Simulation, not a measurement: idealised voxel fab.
process module | voxel tone inversion
cross-section cut | 200 nm wide | cells 5 nm
A cross-section is a grid of square cells, given in bands from the top down. A band is one or more rows of cells.
Each band's line starts with the height of the band's top and of its bottom, in nm. Then come its materials from left to right, each with its width in nm. One material with "throughout" fills the band from edge to edge. "air" is empty space.
Height 0 is the level under which the wafer as received is all one material. The lowest band goes on downwards, as in "0 down".
A width such as "30 to 40" changes by the same amount from each row of cells to the next, from the band's top row to its bottom row.
"no change" after a step means that no cell of the cross-section changed.
closed voids: empty space of 8 cells or more with no open way to the top, each as width x height at its distance from the left edge, in nm
after a step's settings: what the simulator itself notes on the step
overlay nm, on a step with a mask: how far to the right of its planned place the mask lay; to the left if negative
plan
1 op RECEIVE | material Si
2 op CONFORMAL_DEP | material SiCN | thk nm 5
3 op DIRECTIONAL_DEP | material polySi | thk nm 25
4 op PATTERN | tone cover | mask id POSTS | material resist | width nm 25 | pitch nm 45 | thk nm 30 | overlay nm -15
5 op DIRECTIONAL_ETCH | etch materials polySi | depth nm 25
6 op STRIP | etch materials resist
7 op FILL_DEP | material lowk | thk nm 10
8 op CMP | height nm 30
9 op STRIP | etch materials polySi
10 op CONFORMAL_DEP | material TiN | thk nm 5
11 op FILL_DEP | material Cu | thk nm 10
12 op CMP | height nm 30
13 op CONFORMAL_DEP | material SiN | thk nm 5
varied across the wafers: overlay nm of step 4. The plan shows the first wafer's value. All wafers start alike
first wafer as received, after step 1
  0 down: Si throughout
  closed voids: none
each wafer at the end: cells of each material gained (+) or lost (-) since it was received, then its closed voids
overlay nm -15 | +36 Cu | +40 SiCN | +40 SiN | +39 TiN | +125 lowk | closed voids: none
overlay nm -10 | +36 Cu | +40 SiCN | +40 SiN | +39 TiN | +125 lowk | closed voids: none
overlay nm -5 | +36 Cu | +40 SiCN | +40 SiN | +39 TiN | +125 lowk | closed voids: none
overlay nm 0 | +36 Cu | +40 SiCN | +40 SiN | +39 TiN | +125 lowk | closed voids: none
overlay nm 5 | +36 Cu | +40 SiCN | +40 SiN | +39 TiN | +125 lowk | closed voids: none
overlay nm 10 | +36 Cu | +40 SiCN | +40 SiN | +39 TiN | +125 lowk | closed voids: none
overlay nm 15 | +36 Cu | +40 SiCN | +40 SiN | +39 TiN | +125 lowk | closed voids: none
